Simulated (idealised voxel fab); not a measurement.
The following process module bears the name voxel gate over fins.
Xsec cut, 180 nm wide, square cell size 5 nm.
Cross-section layout: square cells on a grid; listed as bands, top to bottom; a band spans one or more cell rows.
Each band's line starts with the height of the band's top and of its bottom, in nm. Then come its materials from left to right, each with its width in nm. One material with "full width" fills the band from edge to edge. "blank" is empty space.
Heights are expressed relative to 0, this being the level below which the as-received wafer comprises one material exclusively. The lowest band is unbounded in the downward direction and is denoted as in "0 nm and below".
Read "30 to 40" as a graded width: first number on top, second number at the bottom, same change between each pair of neighbouring rows.
A step reported as "stayed the same" is a step in which no cell of the cross-section changed.
Look at "Closed void table" for the closed voids: empty spaces with no open path to the top, sized 8 cells or up. Each is width x height at distance, distance from the left edge, all nm.
Text after the settings on a step's line: the simulator's own remark on that step.
For masked steps, "overlay nm" on the step line gives how far right of plan the mask actually lay; a minus sign means it lay to the left.

## Process steps (planned)
- 1: RECEIVE, material Si
- 2: CONFORMAL_DEP, material SiN, thk nm 10
- 3: PATTERN, tone cover, mask id FINS, material resist, width nm 15, pitch nm 35, thk nm 20, overlay nm -15
- 4: DIRECTIONAL_ETCH, etch materials SiN, depth nm 10
- 5: DIRECTIONAL_ETCH, etch materials Si, depth nm 35
- 6: STRIP, etch materials resist
- 7: OXIDIZE, depth nm 5
- 8: FILL_DEP, material SiO2, thk nm 5
- 9: CMP, height nm 10
- 10: SELECTIVE_ETCH, etch materials SiO2, depth nm 25
- 11: STRIP, etch materials SiN
- 12: CONFORMAL_DEP, material HfO2, thk nm 5
- 13: CONFORMAL_DEP, material TiN, thk nm 5
- 14: FILL_DEP, material W, thk nm 10
- 15: CMP, height nm 15
- 16: CONFORMAL_DEP, material SiN, thk nm 5
The wafers are alike at the start. At step 3, their overlay nm differs. The plan lists the first wafer's value.

## Cut through the first of several wafers as received, post step 1
- 0 nm and below: Si full width
- Closed void table: none

## Wafer rows, end of module: cells per material gained (+) or lost (-) since receipt; closed voids last
overlay nm -15, +60 HfO2, -256 Si, +36 SiN, +160 SiO2, +60 TiN, +84 W, Closed void table: none
overlay nm -10, +60 HfO2, -256 Si, +36 SiN, +160 SiO2, +60 TiN, +84 W, Closed void table: none
overlay nm -5, +60 HfO2, -256 Si, +36 SiN, +160 SiO2, +60 TiN, +84 W, Closed void table: none
overlay nm 0, +60 HfO2, -256 Si, +36 SiN, +160 SiO2, +60 TiN, +84 W, Closed void table: none
overlay nm 5, +60 HfO2, -256 Si, +36 SiN, +160 SiO2, +60 TiN, +84 W, Closed void table: none
overlay nm 10, +60 HfO2, -256 Si, +36 SiN, +160 SiO2, +60 TiN, +84 W, Closed void table: none
overlay nm 15, +60 HfO2, -256 Si, +36 SiN, +160 SiO2, +60 TiN, +84 W, Closed void table: none
